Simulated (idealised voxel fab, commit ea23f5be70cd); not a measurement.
This is a process module. Its name is voxel self aligned vias.
Cross-section cut: width 175 nm, square cells of 5 nm.
Cross-sections here: square-cell grids, written as top-down lists of bands, a band being one or more rows of cells. In this notation a band is specified by the heights of its top and bottom, in that order and in nm, after which its materials appear from left to right, each paired with its width in nm. The word "full width" attached to a single material means that material fills the band from edge to edge; the word "blank" stands for empty space. Below 0: as-received wafer, all one material; heights counted from there. Lowest band: no bottom, goes on down, written "0 -> down". The two numbers in a width such as "30->40" mark its ends across the band: the first belongs to the top row of cells, the second to the bottom row, and from each row to the next the width moves by the same amount. It should be understood that the words "no alteration", when stated for a given step, signify that the cross-section underwent no change in any of its cells during that step. "Trapped cavities" means: voids of 8 cells or more that are shut off from the top with no open way through. Written width x height at distance, distance from the left edge, in nm. Anything after a step's settings on that line? It's the simulator's own note about the step. overlay nm: how far to the right of its planned place the mask lay on this masked step (negative: to the left).

[Here's what the planned process steps look like]
1: op RECEIVE | material Si
2: op CONFORMAL_DEP | material SiO2 | thk nm 15
3: op CONFORMAL_DEP | material SiCN | thk nm 5
4: op DIRECTIONAL_DEP | material lowk | thk nm 20
5: op PATTERN | tone open | mask id LINES | material resist | width nm 20 | pitch nm 70 | thk nm 15 | overlay nm 0
6: op DIRECTIONAL_ETCH | etch materials lowk | depth nm 20
7: op STRIP | etch materials resist
8: op CONFORMAL_DEP | material TiN | thk nm 5
9: op FILL_DEP | material Ru | thk nm 10
10: op CMP | height nm 40
11: op SELECTIVE_ETCH | etch materials W Ru TiN | depth nm 5
12: op FILL_DEP | material SiN | thk nm 10
13: op CMP | height nm 40
14: op DIRECTIONAL_DEP | material lowk | thk nm 20
15: op PATTERN | tone open | mask id VIAS | material resist | width nm 40 | thk nm 20 | overlay nm 0
16: op DIRECTIONAL_ETCH | etch materials lowk | depth nm 20
17: op DIRECTIONAL_ETCH | etch materials SiN | depth nm 5
18: op STRIP | etch materials resist
19: op CONFORMAL_DEP | material TiN | thk nm 5
20: op FILL_DEP | material W | thk nm 5
21: op CMP | height nm 60
22: op CONFORMAL_DEP | material SiCN | thk nm 5

[Cross-section, incoming material, after step 1]
- 0 -> down: Si full width
- Trapped cavities: none

[Starting structure and process plan are as shown above, but one mistake was made in running the module; the wafer cross-section at the end of the module follows]
- 65 -> 60: SiCN full width
- 60 -> 45: lowk 30 nm / TiN 5 nm / SiN 30 nm / TiN 5 nm / lowk 105 nm
- 45 -> 40: lowk 30 nm / TiN 15 nm / SiN 10 nm / TiN 15 nm / lowk 105 nm
- 40 -> 35: lowk 40 nm / TiN 20 nm / lowk 50 nm / SiN 20 nm / lowk 45 nm
- 35 -> 25: lowk 40 nm / TiN 5 nm / Ru 10 nm / TiN 5 nm / lowk 50 nm / TiN 5 nm / Ru 10 nm / TiN 5 nm / lowk 45 nm
- 25 -> 20: lowk 40 nm / TiN 20 nm / lowk 50 nm / TiN 20 nm / lowk 45 nm
- 20 -> 15: SiCN full width
- 15 -> 0: SiO2 full width
- 0 -> down: Si full width
- Trapped cavities: none
Where did the run depart from the plan? step 20 was processed under conditions differing from the plan, specifically as op FILL_DEP | material SiN | thk nm 5
